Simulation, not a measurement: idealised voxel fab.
process module | voxel double patterning
cross-section cut | 255 nm wide | cells 5 nm
A cross-section is a grid of square cells, given in bands from the top down. A band is one or more rows of cells.
Each band's line starts with the height of the band's top and of its bottom, in nm. Then come its materials from left to right, each with its width in nm. One material with "throughout" fills the band from edge to edge. "air" is empty space.
Height 0 is the level under which the wafer as received is all one material. The lowest band goes on downwards, as in "0 down".
A width such as "30 to 40" changes by the same amount from each row of cells to the next, from the band's top row to its bottom row.
"no change" after a step means that no cell of the cross-section changed.
closed voids: empty space of 8 cells or more with no open way to the top, each as width x height at its distance from the left edge, in nm
after a step's settings: what the simulator itself notes on the step
overlay nm, on a step with a mask: how far to the right of its planned place the mask lay; to the left if negative
plan
1 op RECEIVE | material Si
2 op CONFORMAL_DEP | material SiN | thk nm 10
3 op DIRECTIONAL_DEP | material SiO2 | thk nm 15
4 op DIRECTIONAL_DEP | material SiCN | thk nm 5
5 op DIRECTIONAL_DEP | material aC | thk nm 10
6 op PATTERN | tone open | mask id FIRST | material resist | width nm 15 | pitch nm 50 | thk nm 25 | overlay nm 0
7 op DIRECTIONAL_ETCH | etch materials aC | depth nm 10
8 op STRIP | etch materials resist
9 op DIRECTIONAL_ETCH | etch materials SiCN | depth nm 5
10 op STRIP | etch materials aC
11 op MASKED_ETCH | tone open | mask id SECOND | width nm 15 | etch materials SiCN | depth nm 5 | overlay nm 0
12 op DIRECTIONAL_ETCH | etch materials SiO2 | depth nm 15
13 op STRIP | etch materials SiCN
as received, after step 1
  0 down: Si throughout
  closed voids: none
first wafer at the end, as planned
  25 to 10: SiO2 95 | air 15 | SiO2 10 | air 15 | SiO2 10 | air 15 | SiO2 95
  10 to 0: SiN throughout
  0 down: Si throughout
  closed voids: none
second wafer at the end: like start, like plan, one mistake
  15 to 10: SiO2 throughout
  10 to 0: SiN throughout
  0 down: Si throughout
  closed voids: none
what went wrong: step 4 ran as: op DIRECTIONAL_DEP | material SiO2 | thk nm 5
at the end the second wafer has, in cells: 75 fewer of SiO2
